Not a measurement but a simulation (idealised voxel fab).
Module name: voxel quadruple lines (process module)
We display cut, a cross-section 205 nm in width whose square cells are each 5 nm.
Think of the cross-section as a grid of square cells. We describe it in bands, top to bottom, and each band covers one or more rows of those cells. A band entry consists of two parts. The first gives the height of the band's top and the height of its bottom, in nm. The rest lists the band's materials from left to right, each with its width in nm. A single material labelled with the word "edge to edge" fills the band from edge to edge, and the word "blank" marks empty space. Heights are reckoned from 0. Under this level, the received wafer is all of one material. The bottommost band is open-ended downward, for example "0 and below". Think of "30 to 40" as a width that walks from the first number to the second as you go down the band, top row to bottom row, taking equal-sized steps from row to row. Given "nothing got changed" for a step, no cell of the cross-section differs between before and after that step. You'll see "Trapped voids" listing empty spaces that have no way open to the top, as long as they're 8 cells or more; the notation is width x height at distance, where the distance is from the left edge, and all of it is in nm. Formally, on a step line, whatever follows the settings is a remark that the simulator itself makes on the step. You can add "overlay nm" to a step's line. For a step with a mask, it describes how far the mask lay to the right of its planned position, and a negative number describes a lay to the left.

## Planned step list for the process
1,op RECEIVE | material Si
2,op CONFORMAL_DEP | material Al2O3 | thk nm 5
3,op DIRECTIONAL_DEP | material Ru | thk nm 15
4,op DIRECTIONAL_DEP | material polySi | thk nm 15
5,op DIRECTIONAL_DEP | material aC | thk nm 25
6,op PATTERN | tone cover | mask id MANDREL | material resist | width nm 20 | thk nm 30 | overlay nm 0
7,op DIRECTIONAL_ETCH | etch materials aC | depth nm 25
8,op STRIP | etch materials resist
9,op CONFORMAL_DEP | material SiO2 | thk nm 10
10,op DIRECTIONAL_ETCH | etch materials SiO2 | depth nm 10
11,op STRIP | etch materials aC
12,op DIRECTIONAL_ETCH | etch materials polySi | depth nm 15
13,op STRIP | etch materials SiO2
14,op CONFORMAL_DEP | material SiCN | thk nm 10
15,op DIRECTIONAL_ETCH | etch materials SiCN | depth nm 10
16,op STRIP | etch materials polySi
17,op DIRECTIONAL_ETCH | etch materials Ru | depth nm 15
18,op STRIP | etch materials SiCN
19,op FILL_DEP | material lowk | thk nm 10
20,op CMP | height nm 20
It is noted that the wafers described herein are identical at the outset and are distinguished by the width nm of step 6; the value stated in the plan corresponds to the first wafer.

## Cross-sectional view of the first of several wafers in the as-received condition, corresponding to the state following step 1
* 0 and below = Si edge to edge
* Trapped voids: none

## Row per wafer, end-of-module: cell gain (+)/loss (-) by material since the wafer came in, then closed voids
width nm 20 | +41 Al2O3 | +24 Ru | +99 lowk | Trapped voids: none
width nm 25 | +41 Al2O3 | +24 Ru | +99 lowk | Trapped voids: none
width nm 30 | +41 Al2O3 | +24 Ru | +99 lowk | Trapped voids: none
width nm 35 | +41 Al2O3 | +24 Ru | +99 lowk | Trapped voids: none
width nm 40 | +41 Al2O3 | +24 Ru | +99 lowk | Trapped voids: none
width nm 45 | +41 Al2O3 | +24 Ru | +99 lowk | Trapped voids: none
